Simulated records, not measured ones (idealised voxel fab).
The following process module bears the name voxel self aligned contacts.
Square cell edge 5 nm, section width 155 nm, ID cut.
A cross-section is written here as square cells arranged in a grid, and it is given in bands from the top down, each band taking up one or more rows of cells. Quick guide to a band line: top height, bottom height (nm) up front; then every material left to right with its width in nm. Only one material and it's marked "all across"? Then it fills the band edge to edge. And "blank" just means empty space. Where do heights start? At 0: under that level the wafer as delivered is made of one material only. And the lowest band has no floor; it just carries on downward, as in "0 down". Graded width ("30..40"): value in top row of band = first number; value in bottom row = second number; row-to-row change constant. Basically "no change occurred" means that step didn't change any cell in the cross-section. Heads up: "Closed void catalog" only lists the empty pockets with no open path to the top that are 8 cells or more, and it writes them as width x height at distance, distance from the left edge, in nm. That trailing text on a step's line, after the settings, is the simulator's own remark on the step. Among the settings permitted on a step's line is "overlay nm"; applied to a step with a mask, it specifies the extent to which the mask lay to the right of its planned position, whereas a negative figure signifies a position to the left.

PROCESS STEPS (PLANNED)
1,RECEIVE | material Si
2,CONFORMAL_DEP | material SiO2 | thk nm 5
3,DIRECTIONAL_DEP | material polySi | thk nm 20
4,DIRECTIONAL_DEP | material SiN | thk nm 15
5,PATTERN | tone cover | mask id GATE | material resist | width nm 30 | pitch nm 55 | thk nm 20 | overlay nm 0
6,DIRECTIONAL_ETCH | etch materials SiN | depth nm 15
7,DIRECTIONAL_ETCH | etch materials polySi | depth nm 20
8,STRIP | etch materials resist
9,CONFORMAL_DEP | material SiN | thk nm 5
10,DIRECTIONAL_ETCH | etch materials SiN | depth nm 5
11,FILL_DEP | material SiO2 | thk nm 10
12,CMP | height nm 45
13,DIRECTIONAL_DEP | material aC | thk nm 10
14,PATTERN | tone open | mask id CONTACT | material resist | width nm 35 | thk nm 30 | overlay nm 0
15,DIRECTIONAL_ETCH | etch materials aC | depth nm 10
16,STRIP | etch materials resist
17,DIRECTIONAL_ETCH | etch materials SiO2 | depth nm 45
18,STRIP | etch materials aC
19,CONFORMAL_DEP | material TiN | thk nm 5
20,FILL_DEP | material W | thk nm 10
21,CMP | height nm 45
22,CONFORMAL_DEP | material SiCN | thk nm 5

CROSS-SECTION OF THE INCOMING WAFER, STATE AFTER STEP 1
> 0 down | Si all across
> Closed void catalog: none

STARTING STRUCTURE AND PROCESS PLAN ARE AS SHOWN ABOVE, BUT ONE MISTAKE WAS MADE IN RUNNING THE MODULE; THE WAFER CROSS-SECTION AT THE END OF THE MODULE FOLLOWS
> 50 to 45 | aC all across
> 45 to 40 | 60 SiO2; 15 TiN; 5 W; 15 TiN; 60 SiO2
> 40 to 25 | 30 SiO2; 40 SiN; 5 TiN; 5 W; 5 TiN; 40 SiN; 30 SiO2
> 25 to 5 | 30 SiO2; 5 SiN; 30 polySi; 5 SiN; 5 TiN; 5 W; 5 TiN; 5 SiN; 30 polySi; 5 SiN; 30 SiO2
> 5 to 0 | 70 SiO2; 15 TiN; 70 SiO2
> 0 down | Si all across
> Closed void catalog: none
Short version of what went wrong: heads up, step 22 didn't go per plan, it actually ran as CONFORMAL_DEP | material aC | thk nm 5
